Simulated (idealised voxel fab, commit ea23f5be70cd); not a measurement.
Herein follows the process module entitled voxel self aligned contacts.
Displayed cross-section: cut, width of 260 nm, square cells sized 5 nm.
When this document writes out a cross-section, it uses a grid of square cells and lists it as bands, beginning at the top and moving down, with a band standing for one or more rows of cells. Heads up on the band format: heights come first, top then bottom, in nm. After that it's the materials left to right, each with its width in nm. A single material flagged "full width" fills the whole band edge to edge, and "blank" means there's empty space there. Basically, 0 is our baseline, since under it the wafer straight out of the box is all one material. The bottom band has no lower end and keeps on going down, so it looks like "z 0 and below". Think of "30->40" as a width that walks from the first number to the second as you go down the band, top row to bottom row, taking equal-sized steps from row to row. Step note "same as before" = no cross-section cell changed. Empty spaces without an open route to the top, at least 8 cells in extent, make up the entry "Sealed internal cavities"; each is given as width x height at distance, where the distance is measured from the left edge, and all are in nm. On a step's line, text after the settings is the simulator commenting on that step. The optional step-line setting "overlay nm" applies to steps with a mask and quantifies how far to the right of its planned location the mask lay, a negative value indicating leftward placement.
The steps planned for the process are as follows:
1 RECEIVE: material Si
2 OXIDIZE: depth nm 5
3 DIRECTIONAL_DEP: material polySi, thk nm 30
4 DIRECTIONAL_DEP: material SiN, thk nm 15
5 MASKED_ETCH: tone cover, mask id GATE, width nm 35, pitch nm 70, etch materials SiN, depth nm 15, overlay nm 0
6 MASKED_ETCH: tone cover, mask id GATE, width nm 35, pitch nm 70, etch materials polySi, depth nm 30, overlay nm 0
7 CONFORMAL_DEP: material SiN, thk nm 5
8 DIRECTIONAL_ETCH: etch materials SiN, depth nm 5
9 FILL_DEP: material SiO2, thk nm 15
10 CMP: height nm 50
11 PATTERN: tone open, mask id CONTACT, material resist, width nm 45, pitch nm 70, thk nm 15, overlay nm 0
12 DIRECTIONAL_ETCH: etch materials SiO2, depth nm 55
13 STRIP: etch materials resist
14 CONFORMAL_DEP: material TiN, thk nm 5
15 FILL_DEP: material Ru, thk nm 10
16 CMP: height nm 50
17 CONFORMAL_DEP: material SiCN, thk nm 5
Account of the first of two wafers, which was processed as intended:
Cross-section of the wafer as it came to us, i.e., already through step 1:
> z 0 and below  Si full width
> Sealed internal cavities: none
After step 2: wafer cross-section:
> z 0 to -5  SiO2 full width
> No changes below -5.
After step 3: wafer cross-section:
> z 30 to 0  polySi full width
> No changes below 0.
After step 4: wafer cross-section:
> z 45 to 30  SiN full width
> No changes below 30.
After step 5: wafer cross-section:
> z 45 to 30  blank 40 nm  SiN 35 nm  blank 35 nm  SiN 35 nm  blank 35 nm  SiN 35 nm  blank 45 nm
> No changes below 30.
After step 6: wafer cross-section:
> z 45 to 30  blank 40 nm  SiN 35 nm  blank 35 nm  SiN 35 nm  blank 35 nm  SiN 35 nm  blank 45 nm
> z 30 to 0  blank 40 nm  polySi 35 nm  blank 35 nm  polySi 35 nm  blank 35 nm  polySi 35 nm  blank 45 nm
> No changes below 0.
After step 7: wafer cross-section:
> z 50 to 30  blank 35 nm  SiN 45 nm  blank 25 nm  SiN 45 nm  blank 25 nm  SiN 45 nm  blank 40 nm
> z 30 to 5  blank 35 nm  SiN 5 nm  polySi 35 nm  SiN 5 nm  blank 25 nm  SiN 5 nm  polySi 35 nm  SiN 5 nm  blank 25 nm  SiN 5 nm  polySi 35 nm  SiN 5 nm  blank 40 nm
> z 5 to 0  SiN 40 nm  polySi 35 nm  SiN 35 nm  polySi 35 nm  SiN 35 nm  polySi 35 nm  SiN 45 nm
> No changes below 0.
After step 8: wafer cross-section:
> z 45 to 30  blank 35 nm  SiN 45 nm  blank 25 nm  SiN 45 nm  blank 25 nm  SiN 45 nm  blank 40 nm
> z 30 to 0  blank 35 nm  SiN 5 nm  polySi 35 nm  SiN 5 nm  blank 25 nm  SiN 5 nm  polySi 35 nm  SiN 5 nm  blank 25 nm  SiN 5 nm  polySi 35 nm  SiN 5 nm  blank 40 nm
> No changes below 0.
After step 9: wafer cross-section:
> z 60 to 45  SiO2 full width
> z 45 to 30  SiO2 35 nm  SiN 45 nm  SiO2 25 nm  SiN 45 nm  SiO2 25 nm  SiN 45 nm  SiO2 40 nm
> z 30 to 0  SiO2 35 nm  SiN 5 nm  polySi 35 nm  SiN 5 nm  SiO2 25 nm  SiN 5 nm  polySi 35 nm  SiN 5 nm  SiO2 25 nm  SiN 5 nm  polySi 35 nm  SiN 5 nm  SiO2 40 nm
> No changes below 0.
After step 10: wafer cross-section:
> z 50 to 45  SiO2 full width
> No changes below 45.
After step 11: wafer cross-section:
> z 65 to 50  resist 70 nm  blank 45 nm  resist 25 nm  blank 45 nm  resist 75 nm
> No changes below 50.
After step 12: wafer cross-section:
> z 65 to 50  resist 70 nm  blank 45 nm  resist 25 nm  blank 45 nm  resist 75 nm
> z 50 to 45  SiO2 70 nm  blank 45 nm  SiO2 25 nm  blank 45 nm  SiO2 75 nm
> z 45 to 30  SiO2 35 nm  SiN 45 nm  blank 25 nm  SiN 45 nm  blank 25 nm  SiN 45 nm  SiO2 40 nm
> z 30 to 0  SiO2 35 nm  SiN 5 nm  polySi 35 nm  SiN 5 nm  blank 25 nm  SiN 5 nm  polySi 35 nm  SiN 5 nm  blank 25 nm  SiN 5 nm  polySi 35 nm  SiN 5 nm  SiO2 40 nm
> z 0 to -5  SiO2 80 nm  blank 25 nm  SiO2 45 nm  blank 25 nm  SiO2 85 nm
> No changes below -5.
After step 13: wafer cross-section:
> z 50 to 45  SiO2 70 nm  blank 45 nm  SiO2 25 nm  blank 45 nm  SiO2 75 nm
> No changes below 45.
After step 14: wafer cross-section:
> z 55 to 50  TiN 75 nm  blank 35 nm  TiN 35 nm  blank 35 nm  TiN 80 nm
> z 50 to 45  SiO2 70 nm  TiN 15 nm  blank 15 nm  TiN 15 nm  SiO2 25 nm  TiN 15 nm  blank 15 nm  TiN 15 nm  SiO2 75 nm
> z 45 to 30  SiO2 35 nm  SiN 45 nm  TiN 5 nm  blank 15 nm  TiN 5 nm  SiN 45 nm  TiN 5 nm  blank 15 nm  TiN 5 nm  SiN 45 nm  SiO2 40 nm
> z 30 to 0  SiO2 35 nm  SiN 5 nm  polySi 35 nm  SiN 5 nm  TiN 5 nm  blank 15 nm  TiN 5 nm  SiN 5 nm  polySi 35 nm  SiN 5 nm  TiN 5 nm  blank 15 nm  TiN 5 nm  SiN 5 nm  polySi 35 nm  SiN 5 nm  SiO2 40 nm
> z 0 to -5  SiO2 80 nm  TiN 25 nm  SiO2 45 nm  TiN 25 nm  SiO2 85 nm
> No changes below -5.
After step 15: wafer cross-section:
> z 65 to 55  Ru full width
> z 55 to 50  TiN 75 nm  Ru 35 nm  TiN 35 nm  Ru 35 nm  TiN 80 nm
> z 50 to 45  SiO2 70 nm  TiN 15 nm  Ru 15 nm  TiN 15 nm  SiO2 25 nm  TiN 15 nm  Ru 15 nm  TiN 15 nm  SiO2 75 nm
> z 45 to 30  SiO2 35 nm  SiN 45 nm  TiN 5 nm  Ru 15 nm  TiN 5 nm  SiN 45 nm  TiN 5 nm  Ru 15 nm  TiN 5 nm  SiN 45 nm  SiO2 40 nm
> z 30 to 0  SiO2 35 nm  SiN 5 nm  polySi 35 nm  SiN 5 nm  TiN 5 nm  Ru 15 nm  TiN 5 nm  SiN 5 nm  polySi 35 nm  SiN 5 nm  TiN 5 nm  Ru 15 nm  TiN 5 nm  SiN 5 nm  polySi 35 nm  SiN 5 nm  SiO2 40 nm
> No changes below 0.
After step 16: wafer cross-section:
> z 50 to 45  SiO2 70 nm  TiN 15 nm  Ru 15 nm  TiN 15 nm  SiO2 25 nm  TiN 15 nm  Ru 15 nm  TiN 15 nm  SiO2 75 nm
> No changes below 45.
After step 17: wafer cross-section:
> z 55 to 50  SiCN full width
> No changes below 50.
Second wafer, same starting conditions and recipe as the first, one mistake in executing it, nothing differs from the first up to and including step 2:
Second wafer, sectioned view, at step 3's planned end time:
> z 30 to 0  SiN full width
> No changes below 0.
Second wafer, sectioned view, at step 4's planned end time:
> z 45 to 0  SiN full width
> No changes below 0.
Second wafer, sectioned view, at step 5's planned end time:
> z 45 to 30  blank 40 nm  SiN 35 nm  blank 35 nm  SiN 35 nm  blank 35 nm  SiN 35 nm  blank 45 nm
> No changes below 30.
Second wafer, sectioned view, at step 6's planned end time: same as before
Second wafer, sectioned view, at step 7's planned end time:
> z 50 to 35  blank 35 nm  SiN 45 nm  blank 25 nm  SiN 45 nm  blank 25 nm  SiN 45 nm  blank 40 nm
> z 35 to 0  SiN full width
> No changes below 0.
Second wafer, sectioned view, at step 8's planned end time:
> z 45 to 30  blank 35 nm  SiN 45 nm  blank 25 nm  SiN 45 nm  blank 25 nm  SiN 45 nm  blank 40 nm
> No changes below 30.
Second wafer, sectioned view, at step 9's planned end time:
> z 60 to 45  SiO2 full width
> z 45 to 30  SiO2 35 nm  SiN 45 nm  SiO2 25 nm  SiN 45 nm  SiO2 25 nm  SiN 45 nm  SiO2 40 nm
> No changes below 30.
Second wafer, sectioned view, at step 10's planned end time:
> z 50 to 45  SiO2 full width
> No changes below 45.
Second wafer, sectioned view, at step 11's planned end time:
> z 65 to 50  resist 70 nm  blank 45 nm  resist 25 nm  blank 45 nm  resist 75 nm
> No changes below 50.
Second wafer, sectioned view, at step 12's planned end time:
> z 65 to 50  resist 70 nm  blank 45 nm  resist 25 nm  blank 45 nm  resist 75 nm
> z 50 to 45  SiO2 70 nm  blank 45 nm  SiO2 25 nm  blank 45 nm  SiO2 75 nm
> z 45 to 30  SiO2 35 nm  SiN 45 nm  blank 25 nm  SiN 45 nm  blank 25 nm  SiN 45 nm  SiO2 40 nm
> No changes below 30.
Second wafer, sectioned view, at step 13's planned end time:
> z 50 to 45  SiO2 70 nm  blank 45 nm  SiO2 25 nm  blank 45 nm  SiO2 75 nm
> No changes below 45.
Second wafer, sectioned view, at step 14's planned end time:
> z 55 to 50  TiN 75 nm  blank 35 nm  TiN 35 nm  blank 35 nm  TiN 80 nm
> z 50 to 45  SiO2 70 nm  TiN 15 nm  blank 15 nm  TiN 15 nm  SiO2 25 nm  TiN 15 nm  blank 15 nm  TiN 15 nm  SiO2 75 nm
> z 45 to 35  SiO2 35 nm  SiN 45 nm  TiN 5 nm  blank 15 nm  TiN 5 nm  SiN 45 nm  TiN 5 nm  blank 15 nm  TiN 5 nm  SiN 45 nm  SiO2 40 nm
> z 35 to 30  SiO2 35 nm  SiN 45 nm  TiN 25 nm  SiN 45 nm  TiN 25 nm  SiN 45 nm  SiO2 40 nm
> No changes below 30.
Second wafer, sectioned view, at step 15's planned end time:
> z 65 to 55  Ru full width
> z 55 to 50  TiN 75 nm  Ru 35 nm  TiN 35 nm  Ru 35 nm  TiN 80 nm
> z 50 to 45  SiO2 70 nm  TiN 15 nm  Ru 15 nm  TiN 15 nm  SiO2 25 nm  TiN 15 nm  Ru 15 nm  TiN 15 nm  SiO2 75 nm
> z 45 to 35  SiO2 35 nm  SiN 45 nm  TiN 5 nm  Ru 15 nm  TiN 5 nm  SiN 45 nm  TiN 5 nm  Ru 15 nm  TiN 5 nm  SiN 45 nm  SiO2 40 nm
> No changes below 35.
Second wafer, sectioned view, at step 16's planned end time:
> z 50 to 45  SiO2 70 nm  TiN 15 nm  Ru 15 nm  TiN 15 nm  SiO2 25 nm  TiN 15 nm  Ru 15 nm  TiN 15 nm  SiO2 75 nm
> No changes below 45.
Second wafer, sectioned view, at step 17's planned end time:
> z 55 to 50  SiCN full width
> No changes below 50.
Misprocessing identified: off-plan run, step 3, actual operation and settings DIRECTIONAL_DEP: material SiN, thk nm 30
Wrapping up, a cell-based count of both wafers puts the second over or under the first for these materials: Ru: 42 fewer; SiN: 276 more; SiO2: 80 fewer; TiN: 28 fewer; polySi: 126 fewer
